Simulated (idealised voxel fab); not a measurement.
Title: Process Module voxel transistor to metal
Cross-section cut: width 180 nm, square cells of 5 nm.
A cross-section is written here as square cells arranged in a grid, and it is given in bands from the top down, each band taking up one or more rows of cells.
Band entry format. Leading values: height of top, height of bottom, nm. Remainder: materials in left-to-right order, each with its width in nm. Special words: "full width" on a single material, which then fills the band edge to edge; "blank", empty space.
Heights are measured from 0, the level below which the as-received wafer is all one material; the lowest band has no bottom and continues downward, written as in "0 down".
Width: "30->40" (first number = top row, second number = bottom row, same change from row to row of cells).
No cell of the cross-section changed in a step that is given as "all unchanged".
The entry titled "Enclosed cavities" provides the empty spaces that have no open way to the top, restricted to those of 8 cells or more. Each is presented as width x height at distance, the distance being measured from the left edge, with all three in nm.
It should be noted that, on the line of a given step, the content following the step's settings is a remark produced by the simulator itself with respect to that step.
overlay nm: right-of-plan distance of the mask on a masked step; negative values mean left-of-plan.
What follows is a series of pairs. Each pair shows a cross-section before one process step and the cross-section after it, and the after view is drawn only down to the lowest band that changed. Beneath each pair is the step that lies between the two, with its settings. Pairs may come from different runs of this module on the same starting wafer, so a pair continues from the one above it only where its entry headed "Pre-step geometry" says so.

[Pre-step geometry]
    65 to 55 = Cu full width
    55 to 50 = 50 of TiN  5 of Cu  65 of TiN  5 of Cu  55 of TiN
    50 to 35 = 45 of SiO2  5 of TiN  5 of Cu  5 of TiN  55 of SiO2  5 of TiN  5 of Cu  5 of TiN  50 of SiO2
    35 to 30 = 45 of SiCN  15 of TiN  55 of SiCN  15 of TiN  50 of SiCN
    30 to 20 = 45 of SiO2  5 of TiN  5 of W  5 of TiN  55 of SiO2  5 of TiN  5 of W  5 of TiN  50 of SiO2
    20 to 15 = 45 of SiO2  15 of TiN  55 of SiO2  15 of TiN  50 of SiO2
    15 to 5 = 35->25 of SiO2  30->40 of pSi  10 of SiN  5 of HfO2  5 of TiN  5 of W  5 of TiN  5 of HfO2  10 of SiN  30->40 of pSi  40->30 of SiO2
    5 to 0 = 25 of SiO2  40 of pSi  10 of SiN  5 of HfO2  15 of TiN  5 of HfO2  10 of SiN  40 of pSi  30 of SiO2
    0 to -5 = 25 of SiO2  40 of pSi  5 of SiO2  35 of HfO2  5 of SiO2  40 of pSi  30 of SiO2
    -5 to -20 = 40 of SiO2  25 of pSi  45 of Si  25 of pSi  45 of SiO2
    -20 to -40 = 40 of SiO2  95 of Si  45 of SiO2
    -40 down = Si full width
    Enclosed cavities: none

[Resulting Cross-Section]
    50 to 35 = 45 of SiO2  5 of TiN  5 of Cu  5 of TiN  55 of SiO2  5 of TiN  5 of Cu  5 of TiN  50 of SiO2
    For the remainder of the cross-section, below 35, there is no change.
    Enclosed cavities: none
Applied between the two views above: CMP [height nm 50]

Pre-step geometry: starting point is the after cross-section of the pair just above.

[Resulting Cross-Section]
    55 to 50 = SiCN full width
    For the remainder of the cross-section, below 50, there is no change.
    Enclosed cavities: none
Applied between the two views above: CONFORMAL_DEP [material SiCN] [thk nm 5]

Pre-step geometry: starting point is the after cross-section of the pair just above.

[Resulting Cross-Section]
    85 to 55 = SiO2 full width
    For the remainder of the cross-section, below 55, there is no change.
    Enclosed cavities: none
Applied between the two views above: DIRECTIONAL_DEP [material SiO2] [thk nm 30]

Pre-step geometry: starting point is the after cross-section of the pair just above.

[Resulting Cross-Section]
    100 to 85 = aC full width
    For the remainder of the cross-section, below 85, there is no change.
    Enclosed cavities: none
Applied between the two views above: DIRECTIONAL_DEP [material aC] [thk nm 15]

Pre-step geometry: starting point is the after cross-section of the pair just above.

[Resulting Cross-Section]
    135 to 100 = 45 of resist  15 of blank  55 of resist  15 of blank  50 of resist
    For the remainder of the cross-section, below 100, there is no change.
    Enclosed cavities: none
Applied between the two views above: PATTERN [tone open] [mask id METAL_2] [material resist] [width nm 15] [pitch nm 70] [thk nm 35] [overlay nm 0]

Pre-step geometry: starting point is the after cross-section of the pair just above.

[Resulting Cross-Section]
    120 to 100 = 45 of resist  15 of blank  55 of resist  15 of blank  50 of resist
    100 to 85 = 45 of aC  15 of blank  55 of aC  15 of blank  50 of aC
    For the remainder of the cross-section, below 85, there is no change.
    Enclosed cavities: none
Applied between the two views above: DIRECTIONAL_ETCH [etch materials aC] [depth nm 15]

Pre-step geometry: starting point is the after cross-section of the pair just above.

[Resulting Cross-Section]
    100 to 85 = 45 of aC  15 of blank  55 of aC  15 of blank  50 of aC
    For the remainder of the cross-section, below 85, there is no change.
    Enclosed cavities: none
Applied between the two views above: STRIP [etch materials resist]

Pre-step geometry: starting point is the after cross-section of the pair just above.

[Resulting Cross-Section]
    100 to 85 = 45 of aC  15 of blank  55 of aC  15 of blank  50 of aC
    85 to 65 = 45 of SiO2  15 of blank  55 of SiO2  15 of blank  50 of SiO2
    For the remainder of the cross-section, below 65, there is no change.
    Enclosed cavities: none
Applied between the two views above: DIRECTIONAL_ETCH [etch materials SiO2] [depth nm 20]

Pre-step geometry: starting point is the after cross-section of the pair just above.

[Resulting Cross-Section]
    85 to 65 = 45 of SiO2  15 of blank  55 of SiO2  15 of blank  50 of SiO2
    For the remainder of the cross-section, below 65, there is no change.
    Enclosed cavities: none
Applied between the two views above: STRIP [etch materials aC]

Pre-step geometry: starting point is the after cross-section of the pair just above.

[Resulting Cross-Section]
    100 to 85 = 45 of aC  15 of blank  55 of aC  15 of blank  50 of aC
    85 to 80 = 45 of SiO2  15 of blank  55 of SiO2  15 of blank  50 of SiO2
    80 to 65 = 45 of SiO2  15 of aC  55 of SiO2  15 of aC  50 of SiO2
    For the remainder of the cross-section, below 65, there is no change.
    Enclosed cavities: none
Applied between the two views above: DIRECTIONAL_DEP [material aC] [thk nm 15]

Pre-step geometry: starting point is the after cross-section of the pair just above.

[Resulting Cross-Section]
    135 to 100 = 45 of resist  15 of blank  55 of resist  15 of blank  50 of resist
    For the remainder of the cross-section, below 100, there is no change.
    Enclosed cavities: none
Applied between the two views above: PATTERN [tone open] [mask id METAL_2_HOLES] [material resist] [width nm 15] [pitch nm 70] [thk nm 35] [overlay nm 0]

Pre-step geometry: starting point is the after cross-section of the pair just above.

[Resulting Cross-Section]
    120 to 100 = 45 of resist  15 of blank  55 of resist  15 of blank  50 of resist
    100 to 85 = 45 of aC  15 of blank  55 of aC  15 of blank  50 of aC
    85 to 65 = 45 of SiO2  15 of blank  55 of SiO2  15 of blank  50 of SiO2
    For the remainder of the cross-section, below 65, there is no change.
    Enclosed cavities: none
Applied between the two views above: DIRECTIONAL_ETCH [etch materials aC] [depth nm 15]

Pre-step geometry: starting point is the after cross-section of the pair just above.

[Resulting Cross-Section]
    100 to 85 = 45 of aC  15 of blank  55 of aC  15 of blank  50 of aC
    For the remainder of the cross-section, below 85, there is no change.
    Enclosed cavities: none
Applied between the two views above: STRIP [etch materials resist]

Pre-step geometry: starting point is the after cross-section of the pair just above.

[Resulting Cross-Section]
    100 to 85 = 45 of aC  15 of blank  55 of aC  15 of blank  50 of aC
    85 to 55 = 45 of SiO2  15 of blank  55 of SiO2  15 of blank  50 of SiO2
    For the remainder of the cross-section, below 55, there is no change.
    Enclosed cavities: none
Applied between the two views above: DIRECTIONAL_ETCH [etch materials SiO2] [depth nm 10]

Pre-step geometry: starting point is the after cross-section of the pair just above.

[Resulting Cross-Section]
    100 to 85 = 45 of aC  15 of blank  55 of aC  15 of blank  50 of aC
    85 to 55 = 45 of SiO2  15 of blank  55 of SiO2  15 of blank  50 of SiO2
    55 to 50 = 45 of SiCN  15 of blank  55 of SiCN  15 of blank  50 of SiCN
    For the remainder of the cross-section, below 50, there is no change.
    Enclosed cavities: none
Applied between the two views above: DIRECTIONAL_ETCH [etch materials SiCN] [depth nm 5]

Pre-step geometry: starting point is the after cross-section of the pair just above.

[Resulting Cross-Section]
    85 to 55 = 45 of SiO2  15 of blank  55 of SiO2  15 of blank  50 of SiO2
    For the remainder of the cross-section, below 55, there is no change.
    Enclosed cavities: none
Applied between the two views above: STRIP [etch materials aC]

Pre-step geometry: starting point is the after cross-section of the pair just above.

[Resulting Cross-Section]
    90 to 85 = 50 of TiN  5 of blank  65 of TiN  5 of blank  55 of TiN
    85 to 55 = 45 of SiO2  5 of TiN  5 of blank  5 of TiN  55 of SiO2  5 of TiN  5 of blank  5 of TiN  50 of SiO2
    55 to 50 = 45 of SiCN  15 of TiN  55 of SiCN  15 of TiN  50 of SiCN
    For the remainder of the cross-section, below 50, there is no change.
    Enclosed cavities: none
Applied between the two views above: CONFORMAL_DEP [material TiN] [thk nm 5]

Pre-step geometry: starting point is the after cross-section of the pair just above.

[Resulting Cross-Section]
    100 to 90 = Cu full width
    90 to 85 = 50 of TiN  5 of Cu  65 of TiN  5 of Cu  55 of TiN
    85 to 55 = 45 of SiO2  5 of TiN  5 of Cu  5 of TiN  55 of SiO2  5 of TiN  5 of Cu  5 of TiN  50 of SiO2
    For the remainder of the cross-section, below 55, there is no change.
    Enclosed cavities: none
Applied between the two views above: FILL_DEP [material Cu] [thk nm 10]

Pre-step geometry: starting point is the after cross-section of the pair just above.

[Resulting Cross-Section]
    85 to 55 = 45 of SiO2  5 of TiN  5 of Cu  5 of TiN  55 of SiO2  5 of TiN  5 of Cu  5 of TiN  50 of SiO2
    For the remainder of the cross-section, below 55, there is no change.
    Enclosed cavities: none
Applied between the two views above: CMP [height nm 85]

Pre-step geometry: starting point is the after cross-section of the pair just above.

[Resulting Cross-Section]
    90 to 85 = SiN full width
    For the remainder of the cross-section, below 85, there is no change.
    Enclosed cavities: none
Applied between the two views above: CONFORMAL_DEP [material SiN] [thk nm 5]

[Pre-step geometry]
    30 to 15 = 45 of SiO2  5 of TiN  5 of W  5 of TiN  55 of SiO2  5 of TiN  5 of W  5 of TiN  50 of SiO2
    15 to 10 = 45 of SiO2  15 of TiN  5 of SiO2  10 of SiN  5 of HfO2  5 of TiN  5 of W  5 of TiN  5 of HfO2  10 of SiN  5 of SiO2  15 of TiN  50 of SiO2
    10 to 5 = 45 of SiO2  5 of TiN  15 of pSi  10 of SiN  5 of HfO2  5 of TiN  5 of W  5 of TiN  5 of HfO2  10 of SiN  15 of pSi  5 of TiN  50 of SiO2
    5 to 0 = 45 of SiO2  5 of TiN  15 of pSi  10 of SiN  5 of HfO2  15 of TiN  5 of HfO2  10 of SiN  15 of pSi  5 of TiN  50 of SiO2
    0 to -5 = 45 of SiO2  5 of TiN  15 of pSi  5 of SiO2  35 of HfO2  5 of SiO2  15 of pSi  5 of TiN  50 of SiO2
    -5 to -20 = 40 of SiO2  25 of pSi  45 of Si  25 of pSi  45 of SiO2
    -20 to -40 = 40 of SiO2  95 of Si  45 of SiO2
    -40 down = Si full width
    Enclosed cavities: none

[Resulting Cross-Section]
    45 to 30 = SiO2 full width
    For the remainder of the cross-section, below 30, there is no change.
    Enclosed cavities: none
Applied between the two views above: DIRECTIONAL_DEP [material SiO2] [thk nm 15]

Pre-step geometry: starting point is the after cross-section of the pair just above.

[Resulting Cross-Section]
    50 to 45 = SiCN full width
    For the remainder of the cross-section, below 45, there is no change.
    Enclosed cavities: none
Applied between the two views above: CONFORMAL_DEP [material SiCN] [thk nm 5]

Pre-step geometry: starting point is the after cross-section of the pair just above.

[Resulting Cross-Section]
    65 to 50 = aC full width
    For the remainder of the cross-section, below 50, there is no change.
    Enclosed cavities: none
Applied between the two views above: DIRECTIONAL_DEP [material aC] [thk nm 15]

Pre-step geometry: starting point is the after cross-section of the pair just above.

[Resulting Cross-Section]
    95 to 65 = 45 of resist  15 of blank  55 of resist  15 of blank  50 of resist
    For the remainder of the cross-section, below 65, there is no change.
    Enclosed cavities: none
Applied between the two views above: PATTERN [tone open] [mask id METAL_1] [material resist] [width nm 15] [pitch nm 70] [thk nm 30] [overlay nm 0]

Pre-step geometry: starting point is the after cross-section of the pair just above.

[Resulting Cross-Section]
    80 to 65 = 45 of resist  15 of blank  55 of resist  15 of blank  50 of resist
    65 to 50 = 45 of aC  15 of blank  55 of aC  15 of blank  50 of aC
    For the remainder of the cross-section, below 50, there is no change.
    Enclosed cavities: none
Applied between the two views above: DIRECTIONAL_ETCH [etch materials aC] [depth nm 15]

Pre-step geometry: starting point is the after cross-section of the pair just above.

[Resulting Cross-Section]
    65 to 50 = 45 of aC  15 of blank  55 of aC  15 of blank  50 of aC
    For the remainder of the cross-section, below 50, there is no change.
    Enclosed cavities: none
Applied between the two views above: STRIP [etch materials resist]

Pre-step geometry: starting point is the after cross-section of the pair just above.

[Resulting Cross-Section]
    65 to 50 = 45 of aC  15 of blank  55 of aC  15 of blank  50 of aC
    50 to 45 = 45 of SiCN  15 of blank  55 of SiCN  15 of blank  50 of SiCN
    For the remainder of the cross-section, below 45, there is no change.
    Enclosed cavities: none
Applied between the two views above: DIRECTIONAL_ETCH [etch materials SiCN] [depth nm 5]

Pre-step geometry: starting point is the after cross-section of the pair just above.

[Resulting Cross-Section]
    50 to 45 = 45 of SiCN  15 of blank  55 of SiCN  15 of blank  50 of SiCN
    For the remainder of the cross-section, below 45, there is no change.
    Enclosed cavities: none
Applied between the two views above: STRIP [etch materials aC]

Pre-step geometry: starting point is the after cross-section of the pair just above.

[Resulting Cross-Section]
    55 to 50 = 50 of TiN  5 of blank  65 of TiN  5 of blank  55 of TiN
    50 to 45 = 45 of SiCN  15 of TiN  55 of SiCN  15 of TiN  50 of SiCN
    For the remainder of the cross-section, below 45, there is no change.
    Enclosed cavities: none
Applied between the two views above: CONFORMAL_DEP [material TiN] [thk nm 5]

Pre-step geometry: starting point is the after cross-section of the pair just above.

[Resulting Cross-Section]
    65 to 55 = Cu full width
    55 to 50 = 50 of TiN  5 of Cu  65 of TiN  5 of Cu  55 of TiN
    For the remainder of the cross-section, below 50, there is no change.
    Enclosed cavities: none
Applied between the two views above: FILL_DEP [material Cu] [thk nm 10]

Pre-step geometry: starting point is the after cross-section of the pair just above.

[Resulting Cross-Section]
    50 to 45 = 45 of SiCN  15 of TiN  55 of SiCN  15 of TiN  50 of SiCN
    For the remainder of the cross-section, below 45, there is no change.
    Enclosed cavities: none
Applied between the two views above: CMP [height nm 50]

Pre-step geometry: starting point is the after cross-section of the pair just above.

[Resulting Cross-Section]
    55 to 50 = SiCN full width
    For the remainder of the cross-section, below 50, there is no change.
    Enclosed cavities: none
Applied between the two views above: CONFORMAL_DEP [material SiCN] [thk nm 5]

Pre-step geometry: starting point is the after cross-section of the pair just above.

[Resulting Cross-Section]
    85 to 55 = SiO2 full width
    For the remainder of the cross-section, below 55, there is no change.
    Enclosed cavities: none
Applied between the two views above: DIRECTIONAL_DEP [material SiO2] [thk nm 30]

Pre-step geometry: starting point is the after cross-section of the pair just above.

[Resulting Cross-Section]
    100 to 85 = aC full width
    For the remainder of the cross-section, below 85, there is no change.
    Enclosed cavities: none
Applied between the two views above: DIRECTIONAL_DEP [material aC] [thk nm 15]

Pre-step geometry: starting point is the after cross-section of the pair just above.

[Resulting Cross-Section]
    135 to 100 = 45 of resist  15 of blank  55 of resist  15 of blank  50 of resist
    For the remainder of the cross-section, below 100, there is no change.
    Enclosed cavities: none
Applied between the two views above: PATTERN [tone open] [mask id METAL_2] [material resist] [width nm 15] [pitch nm 70] [thk nm 35] [overlay nm 0]

Pre-step geometry: starting point is the after cross-section of the pair just above.

[Resulting Cross-Section]
    120 to 100 = 45 of resist  15 of blank  55 of resist  15 of blank  50 of resist
    100 to 85 = 45 of aC  15 of blank  55 of aC  15 of blank  50 of aC
    For the remainder of the cross-section, below 85, there is no change.
    Enclosed cavities: none
Applied between the two views above: DIRECTIONAL_ETCH [etch materials aC] [depth nm 15]

Pre-step geometry: starting point is the after cross-section of the pair just above.

[Resulting Cross-Section]
    100 to 85 = 45 of aC  15 of blank  55 of aC  15 of blank  50 of aC
    For the remainder of the cross-section, below 85, there is no change.
    Enclosed cavities: none
Applied between the two views above: STRIP [etch materials resist]

Pre-step geometry: starting point is the after cross-section of the pair just above.

[Resulting Cross-Section]
    100 to 85 = 45 of aC  15 of blank  55 of aC  15 of blank  50 of aC
    85 to 65 = 45 of SiO2  15 of blank  55 of SiO2  15 of blank  50 of SiO2
    For the remainder of the cross-section, below 65, there is no change.
    Enclosed cavities: none
Applied between the two views above: DIRECTIONAL_ETCH [etch materials SiO2] [depth nm 20]

Pre-step geometry: starting point is the after cross-section of the pair just above.

[Resulting Cross-Section]
    85 to 65 = 45 of SiO2  15 of blank  55 of SiO2  15 of blank  50 of SiO2
    For the remainder of the cross-section, below 65, there is no change.
    Enclosed cavities: none
Applied between the two views above: STRIP [etch materials aC]

Pre-step geometry: starting point is the after cross-section of the pair just above.

[Resulting Cross-Section]
    100 to 85 = 45 of aC  15 of blank  55 of aC  15 of blank  50 of aC
    85 to 80 = 45 of SiO2  15 of blank  55 of SiO2  15 of blank  50 of SiO2
    80 to 65 = 45 of SiO2  15 of aC  55 of SiO2  15 of aC  50 of SiO2
    For the remainder of the cross-section, below 65, there is no change.
    Enclosed cavities: none
Applied between the two views above: DIRECTIONAL_DEP [material aC] [thk nm 15]

Pre-step geometry: starting point is the after cross-section of the pair just above.

[Resulting Cross-Section]
    135 to 100 = 45 of resist  15 of blank  55 of resist  15 of blank  50 of resist
    For the remainder of the cross-section, below 100, there is no change.
    Enclosed cavities: none
Applied between the two views above: PATTERN [tone open] [mask id METAL_2_HOLES] [material resist] [width nm 15] [pitch nm 70] [thk nm 35] [overlay nm 0]

Pre-step geometry: starting point is the after cross-section of the pair just above.

[Resulting Cross-Section]
    120 to 100 = 45 of resist  15 of blank  55 of resist  15 of blank  50 of resist
    100 to 85 = 45 of aC  15 of blank  55 of aC  15 of blank  50 of aC
    85 to 65 = 45 of SiO2  15 of blank  55 of SiO2  15 of blank  50 of SiO2
    For the remainder of the cross-section, below 65, there is no change.
    Enclosed cavities: none
Applied between the two views above: DIRECTIONAL_ETCH [etch materials aC] [depth nm 15]

Pre-step geometry: starting point is the after cross-section of the pair just above.

[Resulting Cross-Section]
    100 to 85 = 45 of aC  15 of blank  55 of aC  15 of blank  50 of aC
    For the remainder of the cross-section, below 85, there is no change.
    Enclosed cavities: none
Applied between the two views above: STRIP [etch materials resist]

Pre-step geometry: starting point is the after cross-section of the pair just above.

[Resulting Cross-Section]
    100 to 85 = 45 of aC  15 of blank  55 of aC  15 of blank  50 of aC
    85 to 55 = 45 of SiO2  15 of blank  55 of SiO2  15 of blank  50 of SiO2
    For the remainder of the cross-section, below 55, there is no change.
    Enclosed cavities: none
Applied between the two views above: DIRECTIONAL_ETCH [etch materials SiO2] [depth nm 10]

Pre-step geometry: starting point is the after cross-section of the pair just above.

[Resulting Cross-Section]
    100 to 85 = 45 of aC  15 of blank  55 of aC  15 of blank  50 of aC
    85 to 55 = 45 of SiO2  15 of blank  55 of SiO2  15 of blank  50 of SiO2
    55 to 50 = 45 of SiCN  15 of blank  55 of SiCN  15 of blank  50 of SiCN
    For the remainder of the cross-section, below 50, there is no change.
    Enclosed cavities: none
Applied between the two views above: DIRECTIONAL_ETCH [etch materials SiCN] [depth nm 5]

Pre-step geometry: starting point is the after cross-section of the pair just above.

[Resulting Cross-Section]
    85 to 55 = 45 of SiO2  15 of blank  55 of SiO2  15 of blank  50 of SiO2
    For the remainder of the cross-section, below 55, there is no change.
    Enclosed cavities: none
Applied between the two views above: STRIP [etch materials aC]

Pre-step geometry: starting point is the after cross-section of the pair just above.

[Resulting Cross-Section]
    90 to 85 = 50 of TiN  5 of blank  65 of TiN  5 of blank  55 of TiN
    85 to 55 = 45 of SiO2  5 of TiN  5 of blank  5 of TiN  55 of SiO2  5 of TiN  5 of blank  5 of TiN  50 of SiO2
    55 to 45 = 45 of SiCN  15 of TiN  55 of SiCN  15 of TiN  50 of SiCN
    For the remainder of the cross-section, below 45, there is no change.
    Enclosed cavities: none
Applied between the two views above: CONFORMAL_DEP [material TiN] [thk nm 5]

Pre-step geometry: starting point is the after cross-section of the pair just above.

[Resulting Cross-Section]
    100 to 90 = Cu full width
    90 to 85 = 50 of TiN  5 of Cu  65 of TiN  5 of Cu  55 of TiN
    85 to 55 = 45 of SiO2  5 of TiN  5 of Cu  5 of TiN  55 of SiO2  5 of TiN  5 of Cu  5 of TiN  50 of SiO2
    For the remainder of the cross-section, below 55, there is no change.
    Enclosed cavities: none
Applied between the two views above: FILL_DEP [material Cu] [thk nm 10]

Pre-step geometry: starting point is the after cross-section of the pair just above.

[Resulting Cross-Section]
    85 to 55 = 45 of SiO2  5 of TiN  5 of Cu  5 of TiN  55 of SiO2  5 of TiN  5 of Cu  5 of TiN  50 of SiO2
    For the remainder of the cross-section, below 55, there is no change.
    Enclosed cavities: none
Applied between the two views above: CMP [height nm 85]

Pre-step geometry: starting point is the after cross-section of the pair just above.

[Resulting Cross-Section]
    90 to 85 = SiN full width
    For the remainder of the cross-section, below 85, there is no change.
    Enclosed cavities: none
Applied between the two views above: CONFORMAL_DEP [material SiN] [thk nm 5]

[Pre-step geometry]
    30 to 20 = 65 of blank  10 of SiN  25 of SiCN  10 of SiN  70 of blank
    20 to 0 = 65 of blank  10 of SiN  25 of polySi  10 of SiN  70 of blank
    0 to -5 = 65 of blank  45 of SiO2  70 of blank
    -5 to -40 = 40 of SiO2  95 of Si  45 of SiO2
    -40 down = Si full width
    Enclosed cavities: none

[Resulting Cross-Section]
    30 to 20 = 65 of blank  10 of SiN  25 of SiCN  10 of SiN  70 of blank
    20 to 0 = 65 of blank  10 of SiN  25 of polySi  10 of SiN  70 of blank
    0 to -5 = 65 of blank  45 of SiO2  70 of blank
    -5 to -30 = 40 of SiO2  25 of blank  45 of Si  25 of blank  45 of SiO2
    For the remainder of the cross-section, below -30, there is no change.
    Enclosed cavities: none
Applied between the two views above: DIRECTIONAL_ETCH [etch materials Si] [depth nm 25]

Pre-step geometry: starting point is the after cross-section of the pair just above.

[Resulting Cross-Section]
    30 to 20 = 65 of blank  10 of SiN  25 of SiCN  10 of SiN  70 of blank
    20 to 10 = 65 of blank  10 of SiN  25 of polySi  10 of SiN  70 of blank
    10 to 0 = 50 of blank  15 of pSi  10 of SiN  25 of polySi  10 of SiN  15 of pSi  55 of blank
    0 to -5 = 50 of blank  15 of pSi  45 of SiO2  15 of pSi  55 of blank
    -5 to -15 = 40 of SiO2  10 of blank  15 of pSi  45 of Si  15 of pSi  10 of blank  45 of SiO2
    -15 to -30 = 40 of SiO2  25 of pSi  45 of Si  25 of pSi  45 of SiO2
    For the remainder of the cross-section, below -30, there is no change.
    Enclosed cavities: none
Applied between the two views above: EPI [material pSi] [thk nm 15]

Pre-step geometry: starting point is the after cross-section of the pair just above.

[Resulting Cross-Section]
    35 to 30 = SiO2 full width
    30 to 20 = 65 of SiO2  10 of SiN  25 of SiCN  10 of SiN  70 of SiO2
    20 to 10 = 65 of SiO2  10 of SiN  25 of polySi  10 of SiN  70 of SiO2
    10 to 0 = 50 of SiO2  15 of pSi  10 of SiN  25 of polySi  10 of SiN  15 of pSi  55 of SiO2
    0 to -5 = 50 of SiO2  15 of pSi  45 of SiO2  15 of pSi  55 of SiO2
    -5 to -15 = 50 of SiO2  15 of pSi  45 of Si  15 of pSi  55 of SiO2
    For the remainder of the cross-section, below -15, there is no change.
    Enclosed cavities: none
Applied between the two views above: FILL_DEP [material SiO2] [thk nm 5]

Pre-step geometry: starting point is the after cross-section of the pair just above.

[Resulting Cross-Section]
    20 to 10 = 65 of SiO2  10 of SiN  25 of polySi  10 of SiN  70 of SiO2
    For the remainder of the cross-section, below 10, there is no change.
    Enclosed cavities: none
Applied between the two views above: CMP [height nm 20]

Pre-step geometry: starting point is the after cross-section of the pair just above.

[Resulting Cross-Section]
    20 to 10 = 65 of SiO2  10 of SiN  25 of blank  10 of SiN  70 of SiO2
    10 to 0 = 50 of SiO2  15 of pSi  10 of SiN  25 of blank  10 of SiN  15 of pSi  55 of SiO2
    For the remainder of the cross-section, below 0, there is no change.
    Enclosed cavities: none
Applied between the two views above: STRIP [etch materials polySi]

Pre-step geometry: starting point is the after cross-section of the pair just above.

[Resulting Cross-Section]
    20 to 15 = 65 of blank  10 of SiN  25 of blank  10 of SiN  70 of blank
    15 to 10 = 65 of SiO2  10 of SiN  25 of blank  10 of SiN  70 of SiO2
    10 to 0 = 50 of SiO2  15 of pSi  10 of SiN  25 of blank  10 of SiN  15 of pSi  55 of SiO2
    0 to -5 = 50 of SiO2  15 of pSi  5 of SiO2  35 of blank  5 of SiO2  15 of pSi  55 of SiO2
    For the remainder of the cross-section, below -5, there is no change.
    Enclosed cavities: none
Applied between the two views above: SELECTIVE_ETCH [etch materials SiO2] [depth nm 5]

Pre-step geometry: starting point is the after cross-section of the pair just above.

[Resulting Cross-Section]
    25 to 20 = 60 of blank  20 of HfO2  15 of blank  20 of HfO2  65 of blank
    20 to 15 = 65 of HfO2  10 of SiN  5 of HfO2  15 of blank  5 of HfO2  10 of SiN  70 of HfO2
    15 to 10 = 65 of SiO2  10 of SiN  5 of HfO2  15 of blank  5 of HfO2  10 of SiN  70 of SiO2
    10 to 0 = 50 of SiO2  15 of pSi  10 of SiN  5 of HfO2  15 of blank  5 of HfO2  10 of SiN  15 of pSi  55 of SiO2
    0 to -5 = 50 of SiO2  15 of pSi  5 of SiO2  35 of HfO2  5 of SiO2  15 of pSi  55 of SiO2
    For the remainder of the cross-section, below -5, there is no change.
    Enclosed cavities: none
Applied between the two views above: CONFORMAL_DEP [material HfO2] [thk nm 5]

Pre-step geometry: starting point is the after cross-section of the pair just above.

[Resulting Cross-Section]
    30 to 25 = 55 of blank  30 of TiN  5 of blank  30 of TiN  60 of blank
    25 to 20 = 60 of TiN  20 of HfO2  5 of TiN  5 of blank  5 of TiN  20 of HfO2  65 of TiN
    20 to 15 = 65 of HfO2  10 of SiN  5 of HfO2  5 of TiN  5 of blank  5 of TiN  5 of HfO2  10 of SiN  70 of HfO2
    15 to 10 = 65 of SiO2  10 of SiN  5 of HfO2  5 of TiN  5 of blank  5 of TiN  5 of HfO2  10 of SiN  70 of SiO2
    10 to 5 = 50 of SiO2  15 of pSi  10 of SiN  5 of HfO2  5 of TiN  5 of blank  5 of TiN  5 of HfO2  10 of SiN  15 of pSi  55 of SiO2
    5 to 0 = 50 of SiO2  15 of pSi  10 of SiN  5 of HfO2  15 of TiN  5 of HfO2  10 of SiN  15 of pSi  55 of SiO2
    For the remainder of the cross-section, below 0, there is no change.
    Enclosed cavities: none
Applied between the two views above: CONFORMAL_DEP [material TiN] [thk nm 5]

Pre-step geometry: starting point is the after cross-section of the pair just above.

[Resulting Cross-Section]
    35 to 30 = W full width
    30 to 25 = 55 of W  30 of TiN  5 of W  30 of TiN  60 of W
    25 to 20 = 60 of TiN  20 of HfO2  5 of TiN  5 of W  5 of TiN  20 of HfO2  65 of TiN
    20 to 15 = 65 of HfO2  10 of SiN  5 of HfO2  5 of TiN  5 of W  5 of TiN  5 of HfO2  10 of SiN  70 of HfO2
    15 to 10 = 65 of SiO2  10 of SiN  5 of HfO2  5 of TiN  5 of W  5 of TiN  5 of HfO2  10 of SiN  70 of SiO2
    10 to 5 = 50 of SiO2  15 of pSi  10 of SiN  5 of HfO2  5 of TiN  5 of W  5 of TiN  5 of HfO2  10 of SiN  15 of pSi  55 of SiO2
    For the remainder of the cross-section, below 5, there is no change.
    Enclosed cavities: none
Applied between the two views above: FILL_DEP [material W] [thk nm 5]

Pre-step geometry: starting point is the after cross-section of the pair just above.

[Resulting Cross-Section]
    15 to 10 = 65 of SiO2  10 of SiN  5 of HfO2  5 of TiN  5 of W  5 of TiN  5 of HfO2  10 of SiN  70 of SiO2
    For the remainder of the cross-section, below 10, there is no change.
    Enclosed cavities: none
Applied between the two views above: CMP [height nm 15]

Pre-step geometry: starting point is the after cross-section of the pair just above.

[Resulting Cross-Section]
    30 to 15 = SiO2 full width
    For the remainder of the cross-section, below 15, there is no change.
    Enclosed cavities: none
Applied between the two views above: DIRECTIONAL_DEP [material SiO2] [thk nm 15]

Pre-step geometry: starting point is the after cross-section of the pair just above.

[Resulting Cross-Section]
    40 to 30 = aC full width
    For the remainder of the cross-section, below 30, there is no change.
    Enclosed cavities: none
Applied between the two views above: DIRECTIONAL_DEP [material aC] [thk nm 10]

Pre-step geometry: starting point is the after cross-section of the pair just above.

[Resulting Cross-Section]
    70 to 40 = 45 of resist  15 of blank  55 of resist  15 of blank  50 of resist
    For the remainder of the cross-section, below 40, there is no change.
    Enclosed cavities: none
Applied between the two views above: PATTERN [tone open] [mask id CONTACT] [material resist] [width nm 15] [pitch nm 70] [thk nm 30] [overlay nm 0]

Pre-step geometry: starting point is the after cross-section of the pair just above.

[Resulting Cross-Section]
    60 to 40 = 45 of resist  15 of blank  55 of resist  15 of blank  50 of resist
    40 to 30 = 45 of aC  15 of blank  55 of aC  15 of blank  50 of aC
    For the remainder of the cross-section, below 30, there is no change.
    Enclosed cavities: none
Applied between the two views above: DIRECTIONAL_ETCH [etch materials aC] [depth nm 10]

Pre-step geometry: starting point is the after cross-section of the pair just above.

[Resulting Cross-Section]
    40 to 30 = 45 of aC  15 of blank  55 of aC  15 of blank  50 of aC
    For the remainder of the cross-section, below 30, there is no change.
    Enclosed cavities: none
Applied between the two views above: STRIP [etch materials resist]

Pre-step geometry: starting point is the after cross-section of the pair just above.

[Resulting Cross-Section]
    40 to 30 = 45 of aC  15 of blank  55 of aC  15 of blank  50 of aC
    30 to 15 = 45 of SiO2  15 of blank  55 of SiO2  15 of blank  50 of SiO2
    15 to 10 = 45 of SiO2  15 of blank  5 of SiO2  10 of SiN  5 of HfO2  5 of TiN  5 of W  5 of TiN  5 of HfO2  10 of SiN  5 of SiO2  15 of blank  50 of SiO2
    10 to 5 = 45 of SiO2  5 of blank  15 of pSi  10 of SiN  5 of HfO2  5 of TiN  5 of W  5 of TiN  5 of HfO2  10 of SiN  15 of pSi  5 of blank  50 of SiO2
    5 to 0 = 45 of SiO2  5 of blank  15 of pSi  10 of SiN  5 of HfO2  15 of TiN  5 of HfO2  10 of SiN  15 of pSi  5 of blank  50 of SiO2
    0 to -5 = 45 of SiO2  5 of blank  15 of pSi  5 of SiO2  35 of HfO2  5 of SiO2  15 of pSi  5 of blank  50 of SiO2
    For the remainder of the cross-section, below -5, there is no change.
    Enclosed cavities: none
Applied between the two views above: DIRECTIONAL_ETCH [etch materials SiO2] [depth nm 35]
